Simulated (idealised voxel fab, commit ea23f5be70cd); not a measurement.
process module | voxel self aligned contacts
cross-section cut | 165 nm wide | cells 5 nm
A cross-section is a grid of square cells, given in bands from the top down. A band is one or more rows of cells.
Each band's line starts with the height of the band's top and of its bottom, in nm. Then come its materials from left to right, each with its width in nm. One material with "throughout" fills the band from edge to edge. "air" is empty space.
Height 0 is the level under which the wafer as received is all one material. The lowest band goes on downwards, as in "0 down".
A width such as "30 to 40" changes by the same amount from each row of cells to the next, from the band's top row to its bottom row.
"no change" after a step means that no cell of the cross-section changed.
closed voids: empty space of 8 cells or more with no open way to the top, each as width x height at its distance from the left edge, in nm
after a step's settings: what the simulator itself notes on the step
overlay nm, on a step with a mask: how far to the right of its planned place the mask lay; to the left if negative
plan
1 op RECEIVE | material Si
2 op OXIDIZE | depth nm 5
3 op DIRECTIONAL_DEP | material polySi | thk nm 30
4 op DIRECTIONAL_DEP | material SiN | thk nm 20
5 op DIRECTIONAL_DEP | material aC | thk nm 15
6 op PATTERN | tone cover | mask id GATE | material resist | width nm 35 | pitch nm 70 | thk nm 30 | overlay nm 0
7 op DIRECTIONAL_ETCH | etch materials aC | depth nm 15
8 op STRIP | etch materials resist
9 op DIRECTIONAL_ETCH | etch materials SiN | depth nm 20
10 op DIRECTIONAL_ETCH | etch materials polySi | depth nm 30
11 op STRIP | etch materials aC
12 op CONFORMAL_DEP | material SiN | thk nm 10
13 op DIRECTIONAL_ETCH | etch materials SiN | depth nm 10
14 op FILL_DEP | material SiO2 | thk nm 15
15 op CMP | height nm 60
16 op DIRECTIONAL_DEP | material aC | thk nm 15
17 op PATTERN | tone open | mask id CONTACT | material resist | width nm 45 | thk nm 30 | overlay nm 0
18 op DIRECTIONAL_ETCH | etch materials aC | depth nm 15
19 op STRIP | etch materials resist
20 op DIRECTIONAL_ETCH | etch materials SiO2 | depth nm 65
21 op STRIP | etch materials aC
22 op CONFORMAL_DEP | material TiN | thk nm 5
23 op FILL_DEP | material Ru | thk nm 10
24 op CMP | height nm 60
25 op CONFORMAL_DEP | material SiCN | thk nm 5
as received, after step 1
  0 down: Si throughout
  closed voids: none
a wafer at the end: this start, this plan, one mistake
  65 to 60: SiCN throughout
  60 to 50: SiO2 65 | TiN 5 to 15 | Ru 25 to 5 | TiN 5 to 15 | SiO2 65
  50 to 30: SiO2 20 | SiN 55 | TiN 5 | Ru 5 | TiN 5 | SiN 55 | SiO2 20
  30 to 0: SiO2 20 | SiN 10 | polySi 35 | SiN 10 | TiN 5 | Ru 5 | TiN 5 | SiN 10 | polySi 35 | SiN 10 | SiO2 20
  0 to -5: SiO2 75 | TiN 15 | SiO2 75
  -5 down: Si throughout
  closed voids: none
what went wrong: step 17 ran as: op PATTERN | tone open | mask id CONTACT | material resist | width nm 35 | thk nm 30 | overlay nm 0
